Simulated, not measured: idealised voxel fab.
The following is a process module called voxel capacitor over wiring.
The cross-section on display is named cut; it measures 270 nm wide, and its cells are 5 nm squares.
How to read a cross-section here: the picture is a grid of square cells, written as bands going from the top down, and any band can span one or more rows of cells. A band entry consists of two parts. The first gives the height of the band's top and the height of its bottom, in nm. The rest lists the band's materials from left to right, each with its width in nm. A single material labelled with the word "full width" fills the band from edge to edge, and the word "empty" marks empty space. Basically, 0 is our baseline, since under it the wafer straight out of the box is all one material. The bottom band has no lower end and keeps on going down, so it looks like "0 and below". You'd read "30..40" like this: the band's top row of cells is as wide as the first number, its bottom row is as wide as the second, and going down, every row changes width by the same amount as the row before did. Step marked "no modification"? Then no cell in the cross-section changed in it. "Closed empty spaces" specifies each empty space that is not open to the top and that occupies no fewer than 8 cells, using the form width x height at distance, the distance measured from the left edge and all three quantities in nm. Read whatever lies past the settings on a step's line as the simulator's own remark about the step. A step's line can hold "overlay nm"; with a mask on that step, the setting says how far right of the planned place the mask lay, while a negative setting says it lay to the left.
**These are the steps we planned for the process**
| 1 | RECEIVE [material Si] |
| 2 | CONFORMAL_DEP [material SiO2] [thk nm 15] |
| 3 | CONFORMAL_DEP [material SiCN] [thk nm 5] |
| 4 | DIRECTIONAL_DEP [material SiO2] [thk nm 20] |
| 5 | PATTERN [tone open] [mask id METAL_1] [material resist] [width nm 30] [pitch nm 80] [thk nm 20] [overlay nm 0] |
| 6 | DIRECTIONAL_ETCH [etch materials SiO2] [depth nm 20] |
| 7 | DIRECTIONAL_ETCH [etch materials SiCN] [depth nm 5] |
| 8 | STRIP [etch materials resist] |
| 9 | CONFORMAL_DEP [material TiN] [thk nm 5] |
| 10 | FILL_DEP [material Cu] [thk nm 5] |
| 11 | CMP [height nm 40] |
| 12 | EPI [material Ru] [thk nm 5] |
| 13 | FILL_DEP [material SiCN] [thk nm 5] |
| 14 | DIRECTIONAL_DEP [material lowk] [thk nm 20] |
| 15 | PATTERN [tone open] [mask id PLUG_1] [material resist] [width nm 15] [thk nm 15] [overlay nm 0] |
| 16 | DIRECTIONAL_ETCH [etch materials lowk] [depth nm 20] |
| 17 | DIRECTIONAL_ETCH [etch materials SiCN] [depth nm 5] |
| 18 | STRIP [etch materials resist] |
| 19 | EPI [material Ru] [thk nm 10] |
| 20 | EPI [material Ru] [thk nm 10] |
| 21 | EPI [material Ru] [thk nm 5] |
| 22 | DIRECTIONAL_DEP [material TiN] [thk nm 5] |
| 23 | DIRECTIONAL_DEP [material Al2O3] [thk nm 5] |
| 24 | DIRECTIONAL_DEP [material TiN] [thk nm 10] |
| 25 | DIRECTIONAL_DEP [material aC] [thk nm 15] |
| 26 | PATTERN [tone cover] [mask id UPPER_PLATE] [material resist] [width nm 55] [thk nm 35] [overlay nm 0] |
| 27 | DIRECTIONAL_ETCH [etch materials aC] [depth nm 15] |
| 28 | STRIP [etch materials resist] |
| 29 | DIRECTIONAL_ETCH [etch materials TiN] [depth nm 10] |
| 30 | DIRECTIONAL_ETCH [etch materials Al2O3] [depth nm 5] |
| 31 | STRIP [etch materials aC] |
| 32 | MASKED_ETCH [tone cover] [mask id LOWER_PLATE] [width nm 65] [etch materials TiN] [depth nm 5] [overlay nm 0] |
| 33 | FILL_DEP [material SiO2] [thk nm 20] |
| 34 | CMP [height nm 105] |
| 35 | PATTERN [tone open] [mask id PLUG_2] [material resist] [width nm 15] [thk nm 15] [overlay nm 0] |
| 36 | DIRECTIONAL_ETCH [etch materials SiO2] [depth nm 15] |
| 37 | STRIP [etch materials resist] |
| 38 | CONFORMAL_DEP [material TiN] [thk nm 5] |
| 39 | FILL_DEP [material W] [thk nm 10] |
| 40 | CMP [height nm 105] |
| 41 | CONFORMAL_DEP [material SiN] [thk nm 5] |
**Cross-section of the incoming wafer, state after step 1**
0 and below = Si full width
Closed empty spaces: none
**Run as planned - first of the two wafers cross-sectioned at the end of the module**
110 down to 105 = SiN full width
105 down to 95 = 105 of SiO2; 5 of TiN; 5 of W; 5 of TiN; 150 of SiO2
95 down to 90 = 105 of SiO2; 15 of TiN; 150 of SiO2
90 down to 80 = 95 of SiO2; 55 of TiN; 120 of SiO2
80 down to 75 = 95 of SiO2; 55 of Al2O3; 120 of SiO2
75 down to 70 = 90 of SiO2; 65 of TiN; 115 of SiO2
70 down to 50 = 95 of lowk; 15 of Ru; 160 of lowk
50 down to 45 = 95 of SiCN; 15 of Ru; 160 of SiCN
45 down to 40 = 75 of SiCN; 40 of Ru; 40 of SiCN; 40 of Ru; 75 of SiCN
40 down to 20 = 80 of SiO2; 5 of TiN; 20 of Cu; 5 of TiN; 50 of SiO2; 5 of TiN; 20 of Cu; 5 of TiN; 80 of SiO2
20 down to 15 = 80 of SiCN; 30 of TiN; 50 of SiCN; 30 of TiN; 80 of SiCN
15 down to 0 = SiO2 full width
0 and below = Si full width
Closed empty spaces: none
**End of module, second wafer, cross-section. Started like the first, planned like the first, run with one mistake**
110 down to 105 = SiN full width
105 down to 95 = 105 of SiO2; 5 of TiN; 5 of W; 5 of TiN; 150 of SiO2
95 down to 90 = 105 of SiO2; 15 of TiN; 150 of SiO2
90 down to 85 = SiO2 full width
85 down to 80 = 95 of SiO2; 55 of TiN; 120 of SiO2
80 down to 75 = 95 of SiO2; 55 of Al2O3; 120 of SiO2
75 down to 70 = 90 of TiN; 5 of SiO2; 55 of TiN; 5 of SiO2; 115 of TiN
70 down to 50 = 95 of lowk; 15 of Ru; 160 of lowk
50 down to 45 = 95 of SiCN; 15 of Ru; 160 of SiCN
45 down to 40 = 75 of SiCN; 40 of Ru; 40 of SiCN; 40 of Ru; 75 of SiCN
40 down to 20 = 80 of SiO2; 5 of TiN; 20 of Cu; 5 of TiN; 50 of SiO2; 5 of TiN; 20 of Cu; 5 of TiN; 80 of SiO2
20 down to 15 = 80 of SiCN; 30 of TiN; 50 of SiCN; 30 of TiN; 80 of SiCN
15 down to 0 = SiO2 full width
0 and below = Si full width
Closed empty spaces: none
The mistake made against the process plan was this: the process deviated at step 32: the operation and settings actually run there were MASKED_ETCH [tone open] [mask id LOWER_PLATE] [width nm 65] [etch materials TiN] [depth nm 5] [overlay nm 0]
Final cells, second wafer relative to first, materials higher or lower: SiO2 -28; TiN +28
